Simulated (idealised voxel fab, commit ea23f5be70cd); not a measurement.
process module | voxel double patterning
cross-section cut | 215 nm wide | cells 5 nm
A cross-section is a grid of square cells, given in bands from the top down. A band is one or more rows of cells.
Each band's line starts with the height of the band's top and of its bottom, in nm. Then come its materials from left to right, each with its width in nm. One material with "throughout" fills the band from edge to edge. "air" is empty space.
Height 0 is the level under which the wafer as received is all one material. The lowest band goes on downwards, as in "0 down".
A width such as "30 to 40" changes by the same amount from each row of cells to the next, from the band's top row to its bottom row.
"no change" after a step means that no cell of the cross-section changed.
closed voids: empty space of 8 cells or more with no open way to the top, each as width x height at its distance from the left edge, in nm
after a step's settings: what the simulator itself notes on the step
overlay nm, on a step with a mask: how far to the right of its planned place the mask lay; to the left if negative
plan
1 op RECEIVE | material Si
2 op CONFORMAL_DEP | material SiO2 | thk nm 10
3 op DIRECTIONAL_DEP | material polySi | thk nm 10
4 op DIRECTIONAL_DEP | material SiN | thk nm 5
5 op DIRECTIONAL_DEP | material aC | thk nm 15
6 op PATTERN | tone open | mask id FIRST | material resist | width nm 15 | pitch nm 50 | thk nm 30 | overlay nm 0
7 op DIRECTIONAL_ETCH | etch materials aC | depth nm 15
8 op STRIP | etch materials resist
9 op DIRECTIONAL_ETCH | etch materials SiN | depth nm 5
10 op STRIP | etch materials aC
11 op MASKED_ETCH | tone open | mask id SECOND | width nm 15 | etch materials SiN | depth nm 5 | overlay nm 0
12 op DIRECTIONAL_ETCH | etch materials polySi | depth nm 10
13 op STRIP | etch materials SiN
as received, after step 1
  0 down: Si throughout
  closed voids: none
first wafer at the end, as planned
  20 to 10: polySi 75 | air 15 | polySi 10 | air 15 | polySi 10 | air 15 | polySi 75
  10 to 0: SiO2 throughout
  0 down: Si throughout
  closed voids: none
second wafer at the end: like start, like plan, one mistake
  15 to 10: polySi throughout
  10 to 0: SiO2 throughout
  0 down: Si throughout
  closed voids: none
what went wrong: step 4 ran as: op DIRECTIONAL_DEP | material polySi | thk nm 5
at the end the second wafer has, in cells: 25 fewer of polySi
